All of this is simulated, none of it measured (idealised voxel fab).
process module | voxel capacitor over wiring
cross-section cut | 200 nm wide | cells 5 nm
A cross-section is a grid of square cells, given in bands from the top down. A band is one or more rows of cells.
Each band's line starts with the height of the band's top and of its bottom, in nm. Then come its materials from left to right, each with its width in nm. One material with "throughout" fills the band from edge to edge. "air" is empty space.
Height 0 is the level under which the wafer as received is all one material. The lowest band goes on downwards, as in "0 down".
A width such as "30 to 40" changes by the same amount from each row of cells to the next, from the band's top row to its bottom row.
"no change" after a step means that no cell of the cross-section changed.
closed voids: empty space of 8 cells or more with no open way to the top, each as width x height at its distance from the left edge, in nm
after a step's settings: what the simulator itself notes on the step
overlay nm, on a step with a mask: how far to the right of its planned place the mask lay; to the left if negative
plan
1 op RECEIVE | material Si
2 op CONFORMAL_DEP | material SiO2 | thk nm 10
3 op DIRECTIONAL_DEP | material TiN | thk nm 5
4 op DIRECTIONAL_DEP | material W | thk nm 15
5 op MASKED_ETCH | tone cover | mask id METAL_1 | width nm 30 | pitch nm 90 | etch materials W | depth nm 15 | overlay nm 0
6 op MASKED_ETCH | tone cover | mask id METAL_1 | width nm 30 | pitch nm 90 | etch materials TiN | depth nm 5 | overlay nm -15
7 op CONFORMAL_DEP | material SiCN | thk nm 5
8 op FILL_DEP | material lowk | thk nm 10
9 op CMP | height nm 30
10 op CONFORMAL_DEP | material SiCN | thk nm 5
11 op DIRECTIONAL_DEP | material lowk | thk nm 10
12 op PATTERN | tone open | mask id PLUG_1 | material resist | width nm 15 | thk nm 15 | overlay nm 0
13 op DIRECTIONAL_ETCH | etch materials lowk | depth nm 10
14 op DIRECTIONAL_ETCH | etch materials SiCN | depth nm 5
15 op STRIP | etch materials resist
16 op EPI | material Ru | thk nm 10
17 op EPI | material Ru | thk nm 5
18 op DIRECTIONAL_DEP | material TiN | thk nm 5
19 op DIRECTIONAL_DEP | material HfO2 | thk nm 5
20 op DIRECTIONAL_DEP | material TiN | thk nm 10
21 op DIRECTIONAL_DEP | material aC | thk nm 10
22 op PATTERN | tone cover | mask id UPPER_PLATE | material resist | width nm 65 | thk nm 25 | overlay nm 0
23 op DIRECTIONAL_ETCH | etch materials aC | depth nm 10
24 op STRIP | etch materials resist
25 op DIRECTIONAL_ETCH | etch materials TiN | depth nm 10
26 op DIRECTIONAL_ETCH | etch materials HfO2 | depth nm 5
27 op STRIP | etch materials aC
28 op PATTERN | tone cover | mask id LOWER_PLATE | material resist | width nm 75 | thk nm 20 | overlay nm 0
29 op DIRECTIONAL_ETCH | etch materials TiN | depth nm 5
30 op STRIP | etch materials resist
31 op FILL_DEP | material SiO2 | thk nm 20
32 op CMP | height nm 80
33 op DIRECTIONAL_DEP | material aC | thk nm 10
34 op PATTERN | tone open | mask id PLUG_2 | material resist | width nm 15 | thk nm 30 | overlay nm 0
35 op DIRECTIONAL_ETCH | etch materials aC | depth nm 10
36 op STRIP | etch materials resist
37 op DIRECTIONAL_ETCH | etch materials SiO2 | depth nm 15
38 op STRIP | etch materials aC
39 op CONFORMAL_DEP | material TiN | thk nm 5
40 op FILL_DEP | material Cu | thk nm 5
41 op CMP | height nm 80
42 op CONFORMAL_DEP | material SiCN | thk nm 5
varied across the wafers: overlay nm of step 6. The plan shows the first wafer's value. All wafers start alike
first wafer as received, after step 1
  0 down: Si throughout
  closed voids: none
each wafer at the end: cells of each material gained (+) or lost (-) since it was received, then its closed voids
overlay nm -15 | +2 Cu | +13 HfO2 | +9 Ru | +117 SiCN | +297 SiO2 | +66 TiN | +36 W | +140 lowk | closed voids: none
overlay nm -10 | +2 Cu | +13 HfO2 | +9 Ru | +117 SiCN | +297 SiO2 | +64 TiN | +36 W | +142 lowk | closed voids: none
overlay nm -5 | +2 Cu | +13 HfO2 | +9 Ru | +117 SiCN | +297 SiO2 | +62 TiN | +36 W | +144 lowk | closed voids: none
overlay nm 0 | +2 Cu | +13 HfO2 | +9 Ru | +117 SiCN | +297 SiO2 | +60 TiN | +36 W | +146 lowk | closed voids: none
overlay nm 5 | +2 Cu | +13 HfO2 | +9 Ru | +117 SiCN | +297 SiO2 | +62 TiN | +36 W | +144 lowk | closed voids: none
overlay nm 10 | +2 Cu | +13 HfO2 | +9 Ru | +117 SiCN | +297 SiO2 | +64 TiN | +36 W | +142 lowk | closed voids: none
overlay nm 15 | +2 Cu | +13 HfO2 | +9 Ru | +117 SiCN | +297 SiO2 | +66 TiN | +36 W | +140 lowk | closed voids: none
